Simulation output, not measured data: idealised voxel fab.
process module | voxel wiring stack
cross-section cut | 180 nm wide | cells 5 nm
A cross-section is a grid of square cells, given in bands from the top down. A band is one or more rows of cells.
Each band's line starts with the height of the band's top and of its bottom, in nm. Then come its materials from left to right, each with its width in nm. One material with "throughout" fills the band from edge to edge. "air" is empty space.
Height 0 is the level under which the wafer as received is all one material. The lowest band goes on downwards, as in "0 down".
A width such as "30 to 40" changes by the same amount from each row of cells to the next, from the band's top row to its bottom row.
"no change" after a step means that no cell of the cross-section changed.
closed voids: empty space of 8 cells or more with no open way to the top, each as width x height at its distance from the left edge, in nm
after a step's settings: what the simulator itself notes on the step
overlay nm, on a step with a mask: how far to the right of its planned place the mask lay; to the left if negative
plan
1 op RECEIVE | material Si
2 op CONFORMAL_DEP | material SiO2 | thk nm 10
3 op DIRECTIONAL_DEP | material TiN | thk nm 5
4 op DIRECTIONAL_DEP | material W | thk nm 25
5 op DIRECTIONAL_DEP | material aC | thk nm 10
6 op PATTERN | tone cover | mask id METAL_1 | material resist | width nm 25 | pitch nm 45 | thk nm 30 | overlay nm 0
7 op DIRECTIONAL_ETCH | etch materials aC | depth nm 10
8 op STRIP | etch materials resist
9 op DIRECTIONAL_ETCH | etch materials W | depth nm 25
10 op DIRECTIONAL_ETCH | etch materials TiN | depth nm 5
11 op STRIP | etch materials aC
12 op CONFORMAL_DEP | material SiN | thk nm 5
13 op FILL_DEP | material lowk | thk nm 10
14 op CMP | height nm 40
15 op CONFORMAL_DEP | material SiCN | thk nm 5
16 op DIRECTIONAL_DEP | material lowk | thk nm 30
17 op DIRECTIONAL_DEP | material aC | thk nm 15
18 op PATTERN | tone open | mask id METAL_2_HOLES | material resist | width nm 15 | pitch nm 45 | thk nm 35 | overlay nm 0
19 op DIRECTIONAL_ETCH | etch materials aC | depth nm 15
20 op STRIP | etch materials resist
21 op DIRECTIONAL_ETCH | etch materials lowk | depth nm 30
22 op STRIP | etch materials aC
23 op DIRECTIONAL_DEP | material aC | thk nm 15
24 op PATTERN | tone open | mask id METAL_2 | material resist | width nm 25 | pitch nm 45 | thk nm 30 | overlay nm 0
25 op DIRECTIONAL_ETCH | etch materials aC | depth nm 15
26 op STRIP | etch materials resist
27 op DIRECTIONAL_ETCH | etch materials lowk | depth nm 20
28 op DIRECTIONAL_ETCH | etch materials SiCN | depth nm 5
29 op STRIP | etch materials aC
30 op CONFORMAL_DEP | material TiN | thk nm 5
31 op FILL_DEP | material Cu | thk nm 5
32 op CMP | height nm 75
33 op CONFORMAL_DEP | material SiCN | thk nm 5
34 op DIRECTIONAL_DEP | material lowk | thk nm 25
35 op DIRECTIONAL_DEP | material aC | thk nm 10
36 op PATTERN | tone open | mask id METAL_3_HOLES | material resist | width nm 15 | thk nm 25 | overlay nm 0
37 op DIRECTIONAL_ETCH | etch materials aC | depth nm 10
38 op STRIP | etch materials resist
39 op DIRECTIONAL_ETCH | etch materials lowk | depth nm 25
40 op STRIP | etch materials aC
41 op PATTERN | tone open | mask id METAL_3 | material resist | width nm 25 | pitch nm 45 | thk nm 20 | overlay nm 0
42 op DIRECTIONAL_ETCH | etch materials lowk | depth nm 15
43 op DIRECTIONAL_ETCH | etch materials SiCN | depth nm 5
44 op STRIP | etch materials resist
45 op CONFORMAL_DEP | material TiN | thk nm 5
46 op FILL_DEP | material Cu | thk nm 10
47 op CMP | height nm 105
48 op CONFORMAL_DEP | material SiCN | thk nm 5
49 op DIRECTIONAL_DEP | material SiO2 | thk nm 25
50 op MASKED_ETCH | tone open | mask id METAL_4_HOLES | width nm 15 | etch materials SiO2 | depth nm 25 | overlay nm 0
51 op DIRECTIONAL_DEP | material aC | thk nm 15
52 op PATTERN | tone open | mask id METAL_4 | material resist | width nm 25 | pitch nm 45 | thk nm 35 | overlay nm 0
53 op DIRECTIONAL_ETCH | etch materials aC | depth nm 15
54 op STRIP | etch materials resist
55 op DIRECTIONAL_ETCH | etch materials SiO2 | depth nm 15
56 op DIRECTIONAL_ETCH | etch materials SiCN | depth nm 5
57 op STRIP | etch materials aC
58 op CONFORMAL_DEP | material TiN | thk nm 5
59 op FILL_DEP | material Cu | thk nm 5
60 op CMP | height nm 135
61 op CONFORMAL_DEP | material SiCN | thk nm 5
as received, after step 1
  0 down: Si throughout
  closed voids: none
first wafer at the end, as planned
  140 to 135: SiCN throughout
  135 to 125: SiO2 55 | TiN 5 | Cu 15 | TiN 5 | SiO2 20 | TiN 5 | Cu 15 | TiN 5 | SiO2 55
  125 to 120: SiO2 55 | TiN 5 | Cu 5 | TiN 15 | SiO2 20 | TiN 25 | SiO2 55
  120 to 110: SiO2 55 | TiN 5 | Cu 5 | TiN 5 | SiO2 110
  110 to 105: SiCN 55 | TiN 15 | SiCN 110
  105 to 95: lowk 55 | TiN 5 | Cu 15 | TiN 5 | lowk 20 | TiN 5 | Cu 15 | TiN 5 | lowk 55
  95 to 90: lowk 55 | TiN 5 | Cu 5 | TiN 15 | lowk 20 | TiN 25 | lowk 55
  90 to 80: lowk 55 | TiN 5 | Cu 5 | TiN 5 | lowk 110
  80 to 75: SiCN 55 | TiN 15 | SiCN 110
  75 to 60: lowk 55 | TiN 5 | Cu 15 | TiN 5 | lowk 20 | TiN 5 | Cu 15 | TiN 5 | lowk 55
  60 to 55: lowk 55 | TiN 5 | Cu 5 | TiN 15 | lowk 20 | TiN 5 | Cu 5 | TiN 15 | lowk 55
  55 to 45: lowk 55 | TiN 5 | Cu 5 | TiN 5 | lowk 30 | TiN 5 | Cu 5 | TiN 5 | lowk 65
  45 to 40: SiCN 55 | TiN 15 | SiCN 30 | TiN 15 | SiCN 65
  40 to 15: lowk 50 | SiN 5 | W 25 | SiN 5 | lowk 10 | SiN 5 | W 25 | SiN 5 | lowk 50
  15 to 10: SiN 55 | TiN 25 | SiN 20 | TiN 25 | SiN 55
  10 to 0: SiO2 throughout
  0 down: Si throughout
  closed voids: none
second wafer at the end: like start, like plan, one mistake
  140 to 135: SiCN throughout
  135 to 125: SiO2 55 | TiN 5 | Cu 15 | TiN 5 | SiO2 20 | TiN 5 | Cu 15 | TiN 5 | SiO2 55
  125 to 120: SiO2 55 | TiN 5 | Cu 5 | TiN 15 | SiO2 20 | TiN 25 | SiO2 55
  120 to 110: SiO2 55 | TiN 5 | Cu 5 | TiN 5 | SiO2 110
  110 to 105: SiCN 55 | TiN 15 | SiCN 110
  105 to 95: lowk 55 | TiN 5 | Cu 15 | TiN 5 | lowk 20 | TiN 5 | Cu 15 | TiN 5 | lowk 55
  95 to 90: lowk 55 | TiN 5 | Cu 5 | TiN 15 | lowk 20 | TiN 25 | lowk 55
  90 to 80: lowk 55 | TiN 5 | Cu 5 | TiN 5 | lowk 110
  80 to 75: SiCN 55 | TiN 15 | SiCN 110
  75 to 60: Cu 65 | TiN 5 | lowk 10 | TiN 5 | Cu 25 | TiN 5 | lowk 10 | TiN 5 | Cu 50
  60 to 55: TiN 60 | Cu 5 | TiN 5 | lowk 10 | TiN 25 | Cu 5 | TiN 5 | lowk 10 | TiN 55
  55 to 50: lowk 55 | TiN 5 | Cu 5 | TiN 5 | lowk 30 | TiN 5 | Cu 5 | TiN 5 | lowk 65
  50 to 45: lowk 55 | TiN 15 | lowk 30 | TiN 15 | lowk 65
  45 to 40: SiCN throughout
  40 to 15: lowk 50 | SiN 5 | W 25 | SiN 5 | lowk 10 | SiN 5 | W 25 | SiN 5 | lowk 50
  15 to 10: SiN 55 | TiN 25 | SiN 20 | TiN 25 | SiN 55
  10 to 0: SiO2 throughout
  0 down: Si throughout
  closed voids: none
what went wrong: step 24 ran as: op PATTERN | tone cover | mask id METAL_2 | material resist | width nm 25 | pitch nm 45 | thk nm 30 | overlay nm 0
at the end the second wafer has, in cells: 64 more of Cu | 6 more of SiCN | 18 more of TiN | 88 fewer of lowk
